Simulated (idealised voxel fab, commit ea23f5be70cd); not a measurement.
process module | voxel air gaps
The cross-section shown here is cut; it is 165 nm wide and divided into square cells measuring 5 nm on a side.
Notation: cross-section as square-cell grid; stated in bands, top first, going down; one or more cell rows per band. Band: top and bottom heights (nm) first, top before bottom; then materials from left to right, widths in nm. "edge to edge" marks a sole material filling the band edge to edge. "blank" denotes empty space. Heights are measured from 0, the level below which the as-received wafer is all one material; the lowest band has no bottom and continues downward, written as in "0 -> down". The width entry "30->40" should be interpreted row by row: the top row of cells in the band takes the first number, the bottom row takes the second number, and the change between adjacent rows is uniform throughout. "nothing altered" -> step changed no cross-section cell. Entry "Completely sealed voids". Content: empty spaces with no open connection to the top, size 8 cells or greater. Each: width x height at distance. Distance: from left edge. Unit: nm. Read whatever lies past the settings on a step's line as the simulator's own remark about the step. overlay nm: how far to the right of its planned place the mask lay on this masked step (negative: to the left).

So here's the lineup of process steps we planned
- 1: RECEIVE (material Si)
- 2: CONFORMAL_DEP (material SiO2; thk nm 15)
- 3: CONFORMAL_DEP (material SiCN; thk nm 5)
- 4: DIRECTIONAL_DEP (material lowk; thk nm 30)
- 5: DIRECTIONAL_DEP (material aC; thk nm 10)
- 6: PATTERN (tone open; mask id LINES; material resist; width nm 20; pitch nm 45; thk nm 25; overlay nm 0)
- 7: DIRECTIONAL_ETCH (etch materials aC; depth nm 10)
- 8: STRIP (etch materials resist)
- 9: DIRECTIONAL_ETCH (etch materials lowk; depth nm 30)
- 10: STRIP (etch materials aC)
- 11: CONFORMAL_DEP (material TiN; thk nm 5)
- 12: FILL_DEP (material Ru; thk nm 5)
- 13: CMP (height nm 50)
- 14: EPI (material Ru; thk nm 10)
- 15: SELECTIVE_ETCH (etch materials lowk; depth nm 40)
- 16: CONFORMAL_DEP (material SiCN; thk nm 5)

What follows covers the first of two wafers; it ran as planned

Cross-sectional view of the wafer in its as-received condition, corresponding to the state after step 1
* 0 -> down = Si edge to edge
* Completely sealed voids: none

after step 2
* 15 -> 0 = SiO2 edge to edge
* Under the height 0 nothing was changed.

after step 3
* 20 -> 15 = SiCN edge to edge
* Under the height 15 nothing was changed.

after step 4
* 50 -> 20 = lowk edge to edge
* Under the height 20 nothing was changed.

after step 5
* 60 -> 50 = aC edge to edge
* Under the height 50 nothing was changed.

after step 6
* 85 -> 60 = 25 of resist  20 of blank  25 of resist  20 of blank  25 of resist  20 of blank  30 of resist
* Under the height 60 nothing was changed.

after step 7
* 75 -> 60 = 25 of resist  20 of blank  25 of resist  20 of blank  25 of resist  20 of blank  30 of resist
* 60 -> 50 = 25 of aC  20 of blank  25 of aC  20 of blank  25 of aC  20 of blank  30 of aC
* Under the height 50 nothing was changed.

after step 8
* 60 -> 50 = 25 of aC  20 of blank  25 of aC  20 of blank  25 of aC  20 of blank  30 of aC
* Under the height 50 nothing was changed.

after step 9
* 60 -> 50 = 25 of aC  20 of blank  25 of aC  20 of blank  25 of aC  20 of blank  30 of aC
* 50 -> 20 = 25 of lowk  20 of blank  25 of lowk  20 of blank  25 of lowk  20 of blank  30 of lowk
* Under the height 20 nothing was changed.

after step 10
* 50 -> 20 = 25 of lowk  20 of blank  25 of lowk  20 of blank  25 of lowk  20 of blank  30 of lowk
* Under the height 20 nothing was changed.

after step 11
* 55 -> 50 = 30 of TiN  10 of blank  35 of TiN  10 of blank  35 of TiN  10 of blank  35 of TiN
* 50 -> 25 = 25 of lowk  5 of TiN  10 of blank  5 of TiN  25 of lowk  5 of TiN  10 of blank  5 of TiN  25 of lowk  5 of TiN  10 of blank  5 of TiN  30 of lowk
* 25 -> 20 = 25 of lowk  20 of TiN  25 of lowk  20 of TiN  25 of lowk  20 of TiN  30 of lowk
* Under the height 20 nothing was changed.

after step 12
* 60 -> 55 = Ru edge to edge
* 55 -> 50 = 30 of TiN  10 of Ru  35 of TiN  10 of Ru  35 of TiN  10 of Ru  35 of TiN
* 50 -> 25 = 25 of lowk  5 of TiN  10 of Ru  5 of TiN  25 of lowk  5 of TiN  10 of Ru  5 of TiN  25 of lowk  5 of TiN  10 of Ru  5 of TiN  30 of lowk
* Under the height 25 nothing was changed.

after step 13
* 50 -> 25 = 25 of lowk  5 of TiN  10 of Ru  5 of TiN  25 of lowk  5 of TiN  10 of Ru  5 of TiN  25 of lowk  5 of TiN  10 of Ru  5 of TiN  30 of lowk
* Under the height 25 nothing was changed.

after step 14
* 60 -> 50 = 15 of blank  40 of Ru  5 of blank  40 of Ru  5 of blank  40 of Ru  20 of blank
* Under the height 50 nothing was changed.

after step 15
* 60 -> 50 = 15 of blank  40 of Ru  5 of blank  40 of Ru  5 of blank  40 of Ru  20 of blank
* 50 -> 25 = 25 of blank  5 of TiN  10 of Ru  5 of TiN  25 of blank  5 of TiN  10 of Ru  5 of TiN  25 of blank  5 of TiN  10 of Ru  5 of TiN  30 of blank
* 25 -> 20 = 25 of blank  20 of TiN  25 of blank  20 of TiN  25 of blank  20 of TiN  30 of blank
* Under the height 20 nothing was changed.

after step 16
* 65 -> 60 = 10 of blank  140 of SiCN  15 of blank
* 60 -> 50 = 10 of blank  5 of SiCN  40 of Ru  5 of SiCN  40 of Ru  5 of SiCN  40 of Ru  5 of SiCN  15 of blank
* 50 -> 45 = 10 of blank  15 of SiCN  5 of TiN  10 of Ru  5 of TiN  25 of SiCN  5 of TiN  10 of Ru  5 of TiN  25 of SiCN  5 of TiN  10 of Ru  5 of TiN  15 of SiCN  15 of blank
* 45 -> 25 = 20 of blank  5 of SiCN  5 of TiN  10 of Ru  5 of TiN  5 of SiCN  15 of blank  5 of SiCN  5 of TiN  10 of Ru  5 of TiN  5 of SiCN  15 of blank  5 of SiCN  5 of TiN  10 of Ru  5 of TiN  5 of SiCN  25 of blank
* 25 -> 20 = 25 of SiCN  20 of TiN  25 of SiCN  20 of TiN  25 of SiCN  20 of TiN  30 of SiCN
* Under the height 20 nothing was changed.
* Completely sealed voids: 15 x 20 at 50; 15 x 20 at 95

The remaining wafer, second of the two, started like the first and was run to the same plan, except that one mistake was made along the way; the two coincide through step 2, inclusive

X-section, second wafer, when step 3 was due to finish
* 30 -> 15 = SiCN edge to edge
* Under the height 15 nothing was changed.

X-section, second wafer, when step 4 was due to finish
* 60 -> 30 = lowk edge to edge
* Under the height 30 nothing was changed.

X-section, second wafer, when step 5 was due to finish
* 70 -> 60 = aC edge to edge
* Under the height 60 nothing was changed.

X-section, second wafer, when step 6 was due to finish
* 95 -> 70 = 25 of resist  20 of blank  25 of resist  20 of blank  25 of resist  20 of blank  30 of resist
* Under the height 70 nothing was changed.

X-section, second wafer, when step 7 was due to finish
* 85 -> 70 = 25 of resist  20 of blank  25 of resist  20 of blank  25 of resist  20 of blank  30 of resist
* 70 -> 60 = 25 of aC  20 of blank  25 of aC  20 of blank  25 of aC  20 of blank  30 of aC
* Under the height 60 nothing was changed.

X-section, second wafer, when step 8 was due to finish
* 70 -> 60 = 25 of aC  20 of blank  25 of aC  20 of blank  25 of aC  20 of blank  30 of aC
* Under the height 60 nothing was changed.

X-section, second wafer, when step 9 was due to finish
* 70 -> 60 = 25 of aC  20 of blank  25 of aC  20 of blank  25 of aC  20 of blank  30 of aC
* 60 -> 30 = 25 of lowk  20 of blank  25 of lowk  20 of blank  25 of lowk  20 of blank  30 of lowk
* Under the height 30 nothing was changed.

X-section, second wafer, when step 10 was due to finish
* 60 -> 30 = 25 of lowk  20 of blank  25 of lowk  20 of blank  25 of lowk  20 of blank  30 of lowk
* Under the height 30 nothing was changed.

X-section, second wafer, when step 11 was due to finish
* 65 -> 60 = 30 of TiN  10 of blank  35 of TiN  10 of blank  35 of TiN  10 of blank  35 of TiN
* 60 -> 35 = 25 of lowk  5 of TiN  10 of blank  5 of TiN  25 of lowk  5 of TiN  10 of blank  5 of TiN  25 of lowk  5 of TiN  10 of blank  5 of TiN  30 of lowk
* 35 -> 30 = 25 of lowk  20 of TiN  25 of lowk  20 of TiN  25 of lowk  20 of TiN  30 of lowk
* Under the height 30 nothing was changed.

X-section, second wafer, when step 12 was due to finish
* 70 -> 65 = Ru edge to edge
* 65 -> 60 = 30 of TiN  10 of Ru  35 of TiN  10 of Ru  35 of TiN  10 of Ru  35 of TiN
* 60 -> 35 = 25 of lowk  5 of TiN  10 of Ru  5 of TiN  25 of lowk  5 of TiN  10 of Ru  5 of TiN  25 of lowk  5 of TiN  10 of Ru  5 of TiN  30 of lowk
* Under the height 35 nothing was changed.

X-section, second wafer, when step 13 was due to finish
* 50 -> 35 = 25 of lowk  5 of TiN  10 of Ru  5 of TiN  25 of lowk  5 of TiN  10 of Ru  5 of TiN  25 of lowk  5 of TiN  10 of Ru  5 of TiN  30 of lowk
* Under the height 35 nothing was changed.

X-section, second wafer, when step 14 was due to finish
* 60 -> 50 = 15 of blank  40 of Ru  5 of blank  40 of Ru  5 of blank  40 of Ru  20 of blank
* Under the height 50 nothing was changed.

X-section, second wafer, when step 15 was due to finish
* 60 -> 50 = 15 of blank  40 of Ru  5 of blank  40 of Ru  5 of blank  40 of Ru  20 of blank
* 50 -> 35 = 25 of blank  5 of TiN  10 of Ru  5 of TiN  25 of blank  5 of TiN  10 of Ru  5 of TiN  25 of blank  5 of TiN  10 of Ru  5 of TiN  30 of blank
* 35 -> 30 = 25 of blank  20 of TiN  25 of blank  20 of TiN  25 of blank  20 of TiN  30 of blank
* Under the height 30 nothing was changed.

X-section, second wafer, when step 16 was due to finish
* 65 -> 60 = 10 of blank  140 of SiCN  15 of blank
* 60 -> 50 = 10 of blank  5 of SiCN  40 of Ru  5 of SiCN  40 of Ru  5 of SiCN  40 of Ru  5 of SiCN  15 of blank
* 50 -> 45 = 10 of blank  15 of SiCN  5 of TiN  10 of Ru  5 of TiN  25 of SiCN  5 of TiN  10 of Ru  5 of TiN  25 of SiCN  5 of TiN  10 of Ru  5 of TiN  15 of SiCN  15 of blank
* 45 -> 35 = 20 of blank  5 of SiCN  5 of TiN  10 of Ru  5 of TiN  5 of SiCN  15 of blank  5 of SiCN  5 of TiN  10 of Ru  5 of TiN  5 of SiCN  15 of blank  5 of SiCN  5 of TiN  10 of Ru  5 of TiN  5 of SiCN  25 of blank
* 35 -> 30 = 25 of SiCN  20 of TiN  25 of SiCN  20 of TiN  25 of SiCN  20 of TiN  30 of SiCN
* Under the height 30 nothing was changed.
Against the plan, the run slipped here: step 3 went in with a setting other than planned; the actual run was CONFORMAL_DEP (material SiCN; thk nm 15)
FYI, end of process, the second wafer has more or fewer cells of some materials than the first: Ru: 12 fewer | SiCN: 54 more | TiN: 12 fewer
Final closed voids: first wafer 2, second wafer 0.
